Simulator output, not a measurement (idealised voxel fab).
This is a process module. Its name is voxel ribs on slabs.
This is section cut - it's 185 nm across, gridded in 5 nm square cells.
Format of a cross-section: grid, square cells. Given as bands. Order: top down. Band: one or more rows of cells. Basically the band line says how high the top is and how high the bottom is, in nm, and then what's in it from left to right, every material with its width in nm. Empty space shows up as "empty", and if a single material carries "full width" it runs the full band edge to edge. Heights are reckoned from 0. Under this level, the received wafer is all of one material. The bottommost band is open-ended downward, for example "z 0 and below". It should be noted that a width expressed as "30..40" varies in equal increments from row to row of cells within the band, taking the value of the first number at the top row and that of the second number at the bottom row. Where a step carries "no change occurred", the cross-section came out of it unchanged, cell for cell. Closed empty spaces (no open way to the top) of 8 cells or more are what "Closed voids list" lists, each as width x height at distance from the left edge, nm for all three. Where a step's line continues beyond its settings, the continuation is a remark by the simulator itself on that step. overlay nm: where the mask lay relative to plan, measured to the right, on steps with a mask; negatives go left.
**The following list gives the planned process steps**
1: RECEIVE [material Si]
2: DIRECTIONAL_DEP [material SiO2] [thk nm 30]
3: DIRECTIONAL_DEP [material SiN] [thk nm 20]
4: MASKED_ETCH [tone cover] [mask id RIB] [width nm 15] [etch materials SiN] [depth nm 15] [overlay nm 0]
5: MASKED_ETCH [tone cover] [mask id SLAB] [width nm 65] [etch materials SiN] [depth nm 5] [overlay nm 0]
6: FILL_DEP [material SiO2] [thk nm 20]
7: CMP [height nm 60]
8: DIRECTIONAL_DEP [material TiN] [thk nm 10]
9: MASKED_ETCH [tone cover] [mask id HEATER] [width nm 25] [etch materials TiN] [depth nm 10] [overlay nm -15]
10: CONFORMAL_DEP [material SiN] [thk nm 5]
The plan shows the overlay nm of step 9 as the first wafer had it; this setting differs between the wafers, which start out alike.
**As-received state after step 1, first of several wafers, cross-section**
- z 0 and below = Si full width
- Closed voids list: none
**Module finished, last step 10 done: cross-section of the first of several wafers**
- z 75 to 70 = 60 nm empty; 35 nm SiN; 90 nm empty
- z 70 to 65 = 60 nm empty; 5 nm SiN; 25 nm TiN; 5 nm SiN; 90 nm empty
- z 65 to 60 = 65 nm SiN; 25 nm TiN; 95 nm SiN
- z 60 to 50 = SiO2 full width
- z 50 to 35 = 85 nm SiO2; 15 nm SiN; 85 nm SiO2
- z 35 to 30 = 60 nm SiO2; 65 nm SiN; 60 nm SiO2
- z 30 to 0 = SiO2 full width
- z 0 and below = Si full width
- Closed voids list: none
**Last wafer of the set, cross-sectioned at end of module**
- z 75 to 70 = 90 nm empty; 35 nm SiN; 60 nm empty
- z 70 to 65 = 90 nm empty; 5 nm SiN; 25 nm TiN; 5 nm SiN; 60 nm empty
- z 65 to 60 = 95 nm SiN; 25 nm TiN; 65 nm SiN
- z 60 to 50 = SiO2 full width
- z 50 to 35 = 85 nm SiO2; 15 nm SiN; 85 nm SiO2
- z 35 to 30 = 60 nm SiO2; 65 nm SiN; 60 nm SiO2
- z 30 to 0 = SiO2 full width
- z 0 and below = Si full width
- Closed voids list: none
**Row per wafer, end-of-module: cell gain (+)/loss (-) by material since the wafer came in, then closed voids**
overlay nm -15 | +63 SiN | +422 SiO2 | +10 TiN | Closed voids list: none
overlay nm -10 | +63 SiN | +422 SiO2 | +10 TiN | Closed voids list: none
overlay nm -5 | +63 SiN | +422 SiO2 | +10 TiN | Closed voids list: none
overlay nm 0 | +63 SiN | +422 SiO2 | +10 TiN | Closed voids list: none
overlay nm 5 | +63 SiN | +422 SiO2 | +10 TiN | Closed voids list: none
overlay nm 10 | +63 SiN | +422 SiO2 | +10 TiN | Closed voids list: none
overlay nm 15 | +63 SiN | +422 SiO2 | +10 TiN | Closed voids list: none
